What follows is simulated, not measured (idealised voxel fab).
process module | voxel self aligned vias
cross-section cut | 150 nm wide | cells 5 nm
A cross-section is a grid of square cells, given in bands from the top down. A band is one or more rows of cells.
Each band's line starts with the height of the band's top and of its bottom, in nm. Then come its materials from left to right, each with its width in nm. One material with "throughout" fills the band from edge to edge. "air" is empty space.
Height 0 is the level under which the wafer as received is all one material. The lowest band goes on downwards, as in "0 down".
A width such as "30 to 40" changes by the same amount from each row of cells to the next, from the band's top row to its bottom row.
"no change" after a step means that no cell of the cross-section changed.
closed voids: empty space of 8 cells or more with no open way to the top, each as width x height at its distance from the left edge, in nm
after a step's settings: what the simulator itself notes on the step
overlay nm, on a step with a mask: how far to the right of its planned place the mask lay; to the left if negative
plan
1 op RECEIVE | material Si
2 op CONFORMAL_DEP | material SiO2 | thk nm 10
3 op CONFORMAL_DEP | material SiCN | thk nm 5
4 op DIRECTIONAL_DEP | material SiO2 | thk nm 30
5 op MASKED_ETCH | tone open | mask id LINES | width nm 30 | pitch nm 55 | etch materials SiO2 | depth nm 30 | overlay nm 0
6 op CONFORMAL_DEP | material TiN | thk nm 5
7 op FILL_DEP | material Ru | thk nm 5
8 op CMP | height nm 45
9 op SELECTIVE_ETCH | etch materials W Ru TiN | depth nm 10
10 op FILL_DEP | material SiN | thk nm 10
11 op CMP | height nm 45
12 op DIRECTIONAL_DEP | material SiO2 | thk nm 15
13 op PATTERN | tone open | mask id VIAS | material resist | width nm 40 | thk nm 20 | overlay nm 0
14 op DIRECTIONAL_ETCH | etch materials SiO2 | depth nm 15
15 op DIRECTIONAL_ETCH | etch materials SiN | depth nm 10
16 op STRIP | etch materials resist
17 op CONFORMAL_DEP | material TiN | thk nm 5
18 op FILL_DEP | material Cu | thk nm 5
19 op CMP | height nm 60
20 op CONFORMAL_DEP | material SiCN | thk nm 5
as received, after step 1
  0 down: Si throughout
  closed voids: none
a wafer at the end: this start, this plan, one mistake
  65 to 60: SiCN throughout
  60 to 50: SiO2 15 | TiN 5 | Cu 30 | TiN 5 | SiO2 95
  50 to 45: SiO2 15 | TiN 20 | Cu 15 | TiN 5 | SiO2 95
  45 to 40: SiO2 30 | TiN 5 | Cu 15 | TiN 5 | SiN 5 | SiO2 25 | SiN 30 | SiO2 35
  40 to 35: SiO2 30 | TiN 25 | SiN 5 | SiO2 25 | SiN 30 | SiO2 35
  35 to 20: SiO2 30 | TiN 5 | Ru 20 | TiN 5 | SiO2 25 | TiN 5 | Ru 20 | TiN 5 | SiO2 35
  20 to 15: SiO2 30 | TiN 30 | SiO2 25 | TiN 30 | SiO2 35
  15 to 10: SiCN throughout
  10 to 0: SiO2 throughout
  0 down: Si throughout
  closed voids: none
what went wrong: step 13 ran as: op PATTERN | tone open | mask id VIAS | material resist | width nm 40 | thk nm 20 | overlay nm -10
